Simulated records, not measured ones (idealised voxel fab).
The following is a process module called voxel ribs on slabs.
The figure presents cross-section cut, which has a width of 200 nm and is divided into square cells with an edge length of 5 nm.
Square cells in a grid make up a cross-section in this document, and the grid is given as bands, listed from the top down, each one or more rows of cells.
Band: top height; bottom height; in nm. Then, left to right: material with width in nm, for each material. "everywhere": a single material spanning edge to edge. "air": empty space.
Zero point of the height axis is 0; under it, received wafer = one material. Lowest band: continues down indefinitely, "0..down".
With a width like "30 to 40", each row of cells in the band differs from the next by the same amount, the top row carrying the first number and the bottom row the second.
"stayed the same" means the step left every cell of the cross-section as it was.
"Closed-off voids" enumerates empty spaces isolated from the top, with no open way to it, that contain at least 8 cells, giving each as width x height at distance from the left edge, all three in nm.
Step line, after settings: the simulator's comment on this step.
overlay nm: step with mask; distance mask lay right of planned place; negative value = left of planned place.
[Here's what the planned process steps look like]
| 1 | RECEIVE (material Si) |
| 2 | DIRECTIONAL_DEP (material SiO2; thk nm 20) |
| 3 | DIRECTIONAL_DEP (material SiN; thk nm 20) |
| 4 | DIRECTIONAL_DEP (material aC; thk nm 10) |
| 5 | PATTERN (tone cover; mask id RIB; material resist; width nm 20; thk nm 25; overlay nm 0) |
| 6 | DIRECTIONAL_ETCH (etch materials aC; depth nm 10) |
| 7 | STRIP (etch materials resist) |
| 8 | DIRECTIONAL_ETCH (etch materials SiN; depth nm 10) |
| 9 | STRIP (etch materials aC) |
| 10 | DIRECTIONAL_DEP (material aC; thk nm 15) |
| 11 | PATTERN (tone cover; mask id SLAB; material resist; width nm 50; thk nm 30; overlay nm 0) |
| 12 | DIRECTIONAL_ETCH (etch materials aC; depth nm 15) |
| 13 | STRIP (etch materials resist) |
| 14 | DIRECTIONAL_ETCH (etch materials SiN; depth nm 10) |
| 15 | STRIP (etch materials aC) |
| 16 | FILL_DEP (material SiO2; thk nm 30) |
| 17 | CMP (height nm 60) |
| 18 | DIRECTIONAL_DEP (material TiN; thk nm 5) |
| 19 | MASKED_ETCH (tone cover; mask id HEATER; width nm 30; etch materials TiN; depth nm 5; overlay nm 0) |
| 20 | CONFORMAL_DEP (material SiN; thk nm 5) |
[Cross-section: wafer on arrival = after step 1]
	0..down  Si everywhere
	Closed-off voids: none
[The module was run from the start shown above using the plan shown above, but one mistake was made doing it; the resulting wafer cross-section is below]
	70..65  air 80 | SiN 40 | air 80
	65..60  SiN 85 | TiN 30 | SiN 85
	60..40  SiO2 everywhere
	40..30  SiO2 90 | SiN 20 | SiO2 90
	30..20  SiO2 85 | SiN 50 | SiO2 65
	20..0  SiO2 everywhere
	0..down  Si everywhere
	Closed-off voids: none
Processing error: heads up, step 11 didn't go per plan, it actually ran as PATTERN (tone cover; mask id SLAB; material resist; width nm 50; thk nm 30; overlay nm 10)
